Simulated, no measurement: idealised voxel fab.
Name of the process module below: voxel self aligned contacts
295 nm wide, 5 nm square cells: that's cross-section cut.
Notation: cross-section as square-cell grid; stated in bands, top first, going down; one or more cell rows per band.
For a band, the entry starts with two heights in nm, that of the top and then that of the bottom, and carries on with the band's materials in order from left to right, each alongside its width in nm; the word "full width" beside a single material means it fills the band edge to edge, and "blank" means empty space.
Below 0: as-received wafer, all one material; heights counted from there. Lowest band: no bottom, goes on down, written "0 nm and below".
The two numbers in a width such as "30->40" mark its ends across the band: the first belongs to the top row of cells, the second to the bottom row, and from each row to the next the width moves by the same amount.
Step marked "stayed the same"? Then no cell in the cross-section changed in it.
Empty spaces without an open route to the top, at least 8 cells in extent, make up the entry "Enclosed void listing"; each is given as width x height at distance, where the distance is measured from the left edge, and all are in nm.
On a step's line, text after the settings is the simulator commenting on that step.
"overlay nm" denotes, for a step that has a mask, the displacement of the mask to the right of its planned place, with negative values corresponding to the left.

**Planned process steps**
- 1: RECEIVE | material Si
- 2: CONFORMAL_DEP | material SiO2 | thk nm 5
- 3: DIRECTIONAL_DEP | material polySi | thk nm 25
- 4: DIRECTIONAL_DEP | material SiN | thk nm 20
- 5: PATTERN | tone cover | mask id GATE | material resist | width nm 30 | pitch nm 75 | thk nm 15 | overlay nm 0
- 6: DIRECTIONAL_ETCH | etch materials SiN | depth nm 20
- 7: DIRECTIONAL_ETCH | etch materials polySi | depth nm 25
- 8: STRIP | etch materials resist
- 9: CONFORMAL_DEP | material SiN | thk nm 10
- 10: DIRECTIONAL_ETCH | etch materials SiN | depth nm 10
- 11: FILL_DEP | material SiO2 | thk nm 15
- 12: CMP | height nm 55
- 13: MASKED_ETCH | tone open | mask id CONTACT | width nm 55 | etch materials SiO2 | depth nm 55 | overlay nm 0
- 14: CONFORMAL_DEP | material TiN | thk nm 5
- 15: FILL_DEP | material Ru | thk nm 5
- 16: CMP | height nm 55
- 17: CONFORMAL_DEP | material SiN | thk nm 5

**The first of a set of two wafers, run to plan**

**The cross-section here shows the wafer as received, i.e. in its state after step 1**
    0 nm and below | Si full width
    Enclosed void listing: none

**Cross-section of the wafer after step 2**
    5 nm to 0 nm | SiO2 full width
    Unchanged below 0.

**Cross-section of the wafer after step 3**
    30 nm to 5 nm | polySi full width
    Unchanged below 5.

**Cross-section of the wafer after step 4**
    50 nm to 30 nm | SiN full width
    Unchanged below 30.

**Cross-section of the wafer after step 5**
    65 nm to 50 nm | 95 blank; 30 resist; 45 blank; 30 resist; 95 blank
    Unchanged below 50.

**Cross-section of the wafer after step 6**
    65 nm to 50 nm | 95 blank; 30 resist; 45 blank; 30 resist; 95 blank
    50 nm to 30 nm | 95 blank; 30 SiN; 45 blank; 30 SiN; 95 blank
    Unchanged below 30.

**Cross-section of the wafer after step 7**
    65 nm to 50 nm | 95 blank; 30 resist; 45 blank; 30 resist; 95 blank
    50 nm to 30 nm | 95 blank; 30 SiN; 45 blank; 30 SiN; 95 blank
    30 nm to 5 nm | 95 blank; 30 polySi; 45 blank; 30 polySi; 95 blank
    Unchanged below 5.

**Cross-section of the wafer after step 8**
    50 nm to 30 nm | 95 blank; 30 SiN; 45 blank; 30 SiN; 95 blank
    Unchanged below 30.

**Cross-section of the wafer after step 9**
    60 nm to 30 nm | 85 blank; 50 SiN; 25 blank; 50 SiN; 85 blank
    30 nm to 15 nm | 85 blank; 10 SiN; 30 polySi; 10 SiN; 25 blank; 10 SiN; 30 polySi; 10 SiN; 85 blank
    15 nm to 5 nm | 95 SiN; 30 polySi; 45 SiN; 30 polySi; 95 SiN
    Unchanged below 5.

**Cross-section of the wafer after step 10**
    50 nm to 30 nm | 85 blank; 50 SiN; 25 blank; 50 SiN; 85 blank
    30 nm to 5 nm | 85 blank; 10 SiN; 30 polySi; 10 SiN; 25 blank; 10 SiN; 30 polySi; 10 SiN; 85 blank
    Unchanged below 5.

**Cross-section of the wafer after step 11**
    65 nm to 50 nm | SiO2 full width
    50 nm to 30 nm | 85 SiO2; 50 SiN; 25 SiO2; 50 SiN; 85 SiO2
    30 nm to 5 nm | 85 SiO2; 10 SiN; 30 polySi; 10 SiN; 25 SiO2; 10 SiN; 30 polySi; 10 SiN; 85 SiO2
    Unchanged below 5.

**Cross-section of the wafer after step 12**
    55 nm to 50 nm | SiO2 full width
    Unchanged below 50.

**Cross-section of the wafer after step 13**
    55 nm to 50 nm | 120 SiO2; 55 blank; 120 SiO2
    50 nm to 30 nm | 85 SiO2; 50 SiN; 25 blank; 50 SiN; 85 SiO2
    30 nm to 5 nm | 85 SiO2; 10 SiN; 30 polySi; 10 SiN; 25 blank; 10 SiN; 30 polySi; 10 SiN; 85 SiO2
    5 nm to 0 nm | 135 SiO2; 25 blank; 135 SiO2
    Unchanged below 0.

**Cross-section of the wafer after step 14**
    60 nm to 55 nm | 125 TiN; 45 blank; 125 TiN
    55 nm to 50 nm | 120 SiO2; 20 TiN; 15 blank; 20 TiN; 120 SiO2
    50 nm to 30 nm | 85 SiO2; 50 SiN; 5 TiN; 15 blank; 5 TiN; 50 SiN; 85 SiO2
    30 nm to 5 nm | 85 SiO2; 10 SiN; 30 polySi; 10 SiN; 5 TiN; 15 blank; 5 TiN; 10 SiN; 30 polySi; 10 SiN; 85 SiO2
    5 nm to 0 nm | 135 SiO2; 25 TiN; 135 SiO2
    Unchanged below 0.

**Cross-section of the wafer after step 15**
    65 nm to 60 nm | Ru full width
    60 nm to 55 nm | 125 TiN; 45 Ru; 125 TiN
    55 nm to 50 nm | 120 SiO2; 20 TiN; 15 Ru; 20 TiN; 120 SiO2
    50 nm to 30 nm | 85 SiO2; 50 SiN; 5 TiN; 15 Ru; 5 TiN; 50 SiN; 85 SiO2
    30 nm to 5 nm | 85 SiO2; 10 SiN; 30 polySi; 10 SiN; 5 TiN; 15 Ru; 5 TiN; 10 SiN; 30 polySi; 10 SiN; 85 SiO2
    Unchanged below 5.

**Cross-section of the wafer after step 16**
    55 nm to 50 nm | 120 SiO2; 20 TiN; 15 Ru; 20 TiN; 120 SiO2
    Unchanged below 50.

**Cross-section of the wafer after step 17**
    60 nm to 55 nm | SiN full width
    Unchanged below 55.

**Now the other wafer: same start, same recipe, but we messed up one thing when running it. Up to and including step 15 it's the same as the first one**

**What the second wafer looks like in cross-section when step 16 should have wrapped up**
    50 nm to 30 nm | 85 SiO2; 50 SiN; 5 TiN; 15 Ru; 5 TiN; 50 SiN; 85 SiO2
    Unchanged below 30.

**What the second wafer looks like in cross-section when step 17 should have wrapped up**
    55 nm to 50 nm | SiN full width
    Unchanged below 50.
Short version of what went wrong: for step 16, the planned setting was not used; the step was instead run as CMP | height nm 50
at the end the second wafer has, in cells: 3 fewer of Ru; 48 fewer of SiO2; 8 fewer of TiN
